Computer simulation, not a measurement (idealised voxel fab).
A process module follows: voxel air gaps.
For reference, the cross-section in this document is cut, with width 210 nm and square cells of 5 nm.
Each cross-section below is a grid of square cells, stated as bands in top-down order, with one or more rows of cells making up each band. Top height, bottom height, nm. Materials left to right, width each, nm. Single material + "edge to edge" = fills band edge to edge. "empty" = empty. Where do heights start? At 0: under that level the wafer as delivered is made of one material only. And the lowest band has no floor; it just carries on downward, as in "0 and below". When a width is written as two numbers, as in "30 to 40", the first number is the width in the top row of cells of the band and the second is the width in its bottom row, and the width changes by the same amount from each row to the next. Step marked "no modification"? Then no cell in the cross-section changed in it. Sealed cavities: empty space of 8 cells or more with no open way to the top, each as width x height at its distance from the left edge, in nm. That trailing text on a step's line, after the settings, is the simulator's own remark on the step. The "overlay nm" setting may appear on a step's line; for a step that uses a mask, it gives how far to the right of its planned position the mask lay, and a negative value indicates the left.
STEPS PLANNED FOR THE PROCESS
1: RECEIVE: material Si
2: CONFORMAL_DEP: material SiO2, thk nm 10
3: CONFORMAL_DEP: material SiN, thk nm 5
4: DIRECTIONAL_DEP: material SiO2, thk nm 35
5: MASKED_ETCH: tone open, mask id LINES, width nm 15, pitch nm 40, etch materials SiO2, depth nm 35, overlay nm 0
6: CONFORMAL_DEP: material TiN, thk nm 5
7: FILL_DEP: material Cu, thk nm 5
8: CMP: height nm 50
9: EPI: material Ru, thk nm 10
10: SELECTIVE_ETCH: etch materials SiO2, depth nm 45
11: CONFORMAL_DEP: material SiCN, thk nm 5
WHAT FOLLOWS COVERS THE FIRST OF TWO WAFERS; IT RAN AS PLANNED
AS RECEIVED, AFTER STEP 1
    0 and below  Si edge to edge
    Sealed cavities: none
HOW THE WAFER STANDS IN SECTION AFTER STEP 2
    10 down to 0  SiO2 edge to edge
    Under 0: no change, same as before.
HOW THE WAFER STANDS IN SECTION AFTER STEP 3
    15 down to 10  SiN edge to edge
    Under 10: no change, same as before.
HOW THE WAFER STANDS IN SECTION AFTER STEP 4
    50 down to 15  SiO2 edge to edge
    Under 15: no change, same as before.
HOW THE WAFER STANDS IN SECTION AFTER STEP 5
    50 down to 15  55 of SiO2  15 of empty  25 of SiO2  15 of empty  25 of SiO2  15 of empty  60 of SiO2
    Under 15: no change, same as before.
HOW THE WAFER STANDS IN SECTION AFTER STEP 6
    55 down to 50  60 of TiN  5 of empty  35 of TiN  5 of empty  35 of TiN  5 of empty  65 of TiN
    50 down to 20  55 of SiO2  5 of TiN  5 of empty  5 of TiN  25 of SiO2  5 of TiN  5 of empty  5 of TiN  25 of SiO2  5 of TiN  5 of empty  5 of TiN  60 of SiO2
    20 down to 15  55 of SiO2  15 of TiN  25 of SiO2  15 of TiN  25 of SiO2  15 of TiN  60 of SiO2
    Under 15: no change, same as before.
HOW THE WAFER STANDS IN SECTION AFTER STEP 7
    60 down to 55  Cu edge to edge
    55 down to 50  60 of TiN  5 of Cu  35 of TiN  5 of Cu  35 of TiN  5 of Cu  65 of TiN
    50 down to 20  55 of SiO2  5 of TiN  5 of Cu  5 of TiN  25 of SiO2  5 of TiN  5 of Cu  5 of TiN  25 of SiO2  5 of TiN  5 of Cu  5 of TiN  60 of SiO2
    Under 20: no change, same as before.
HOW THE WAFER STANDS IN SECTION AFTER STEP 8
    50 down to 20  55 of SiO2  5 of TiN  5 of Cu  5 of TiN  25 of SiO2  5 of TiN  5 of Cu  5 of TiN  25 of SiO2  5 of TiN  5 of Cu  5 of TiN  60 of SiO2
    Under 20: no change, same as before.
HOW THE WAFER STANDS IN SECTION AFTER STEP 9
    60 down to 50  45 of empty  35 of Ru  5 of empty  35 of Ru  5 of empty  35 of Ru  50 of empty
    Under 50: no change, same as before.
HOW THE WAFER STANDS IN SECTION AFTER STEP 10
    60 down to 50  45 of empty  35 of Ru  5 of empty  35 of Ru  5 of empty  35 of Ru  50 of empty
    50 down to 20  55 of empty  5 of TiN  5 of Cu  5 of TiN  25 of empty  5 of TiN  5 of Cu  5 of TiN  25 of empty  5 of TiN  5 of Cu  5 of TiN  60 of empty
    20 down to 15  55 of empty  15 of TiN  25 of empty  15 of TiN  25 of empty  15 of TiN  60 of empty
    Under 15: no change, same as before.
HOW THE WAFER STANDS IN SECTION AFTER STEP 11
    65 down to 60  40 of empty  125 of SiCN  45 of empty
    60 down to 50  40 of empty  5 of SiCN  35 of Ru  5 of SiCN  35 of Ru  5 of SiCN  35 of Ru  5 of SiCN  45 of empty
    50 down to 45  40 of empty  15 of SiCN  5 of TiN  5 of Cu  5 of TiN  25 of SiCN  5 of TiN  5 of Cu  5 of TiN  25 of SiCN  5 of TiN  5 of Cu  5 of TiN  15 of SiCN  45 of empty
    45 down to 20  50 of empty  5 of SiCN  5 of TiN  5 of Cu  5 of TiN  5 of SiCN  15 of empty  5 of SiCN  5 of TiN  5 of Cu  5 of TiN  5 of SiCN  15 of empty  5 of SiCN  5 of TiN  5 of Cu  5 of TiN  5 of SiCN  55 of empty
    20 down to 15  55 of SiCN  15 of TiN  25 of SiCN  15 of TiN  25 of SiCN  15 of TiN  60 of SiCN
    Under 15: no change, same as before.
    Sealed cavities: 15 x 25 at 75; 15 x 25 at 115
THE SECOND WAFER: COMMON ORIGIN AND PLAN, ONE MISTAKE IN EXECUTION, IDENTICAL TO THE FIRST THROUGH STEP 8
LOOK AT THE SECOND WAFER IN CROSS-SECTION AT THE TIME STEP 9 OUGHT TO HAVE FINISHED
    70 down to 50  35 of empty  135 of Ru  40 of empty
    Under 50: no change, same as before.
LOOK AT THE SECOND WAFER IN CROSS-SECTION AT THE TIME STEP 10 OUGHT TO HAVE FINISHED
    70 down to 50  35 of empty  135 of Ru  40 of empty
    50 down to 20  55 of empty  5 of TiN  5 of Cu  5 of TiN  25 of SiO2  5 of TiN  5 of Cu  5 of TiN  25 of SiO2  5 of TiN  5 of Cu  5 of TiN  60 of empty
    20 down to 15  55 of empty  15 of TiN  25 of SiO2  15 of TiN  25 of SiO2  15 of TiN  60 of empty
    Under 15: no change, same as before.
LOOK AT THE SECOND WAFER IN CROSS-SECTION AT THE TIME STEP 11 OUGHT TO HAVE FINISHED
    75 down to 70  30 of empty  145 of SiCN  35 of empty
    70 down to 50  30 of empty  5 of SiCN  135 of Ru  5 of SiCN  35 of empty
    50 down to 45  30 of empty  25 of SiCN  5 of TiN  5 of Cu  5 of TiN  25 of SiO2  5 of TiN  5 of Cu  5 of TiN  25 of SiO2  5 of TiN  5 of Cu  5 of TiN  25 of SiCN  35 of empty
    45 down to 20  50 of empty  5 of SiCN  5 of TiN  5 of Cu  5 of TiN  25 of SiO2  5 of TiN  5 of Cu  5 of TiN  25 of SiO2  5 of TiN  5 of Cu  5 of TiN  5 of SiCN  55 of empty
    20 down to 15  55 of SiCN  15 of TiN  25 of SiO2  15 of TiN  25 of SiO2  15 of TiN  60 of SiCN
    Under 15: no change, same as before.
In executing the process, a mistake was made relative to the plan: step 9 was run twice
Per the end-of-run cell counts, the second wafer holds more or fewer of some materials than the first: +66 Ru; -32 SiCN; +70 SiO2
End state: 2 closed voids on the first wafer, 0 on the second.
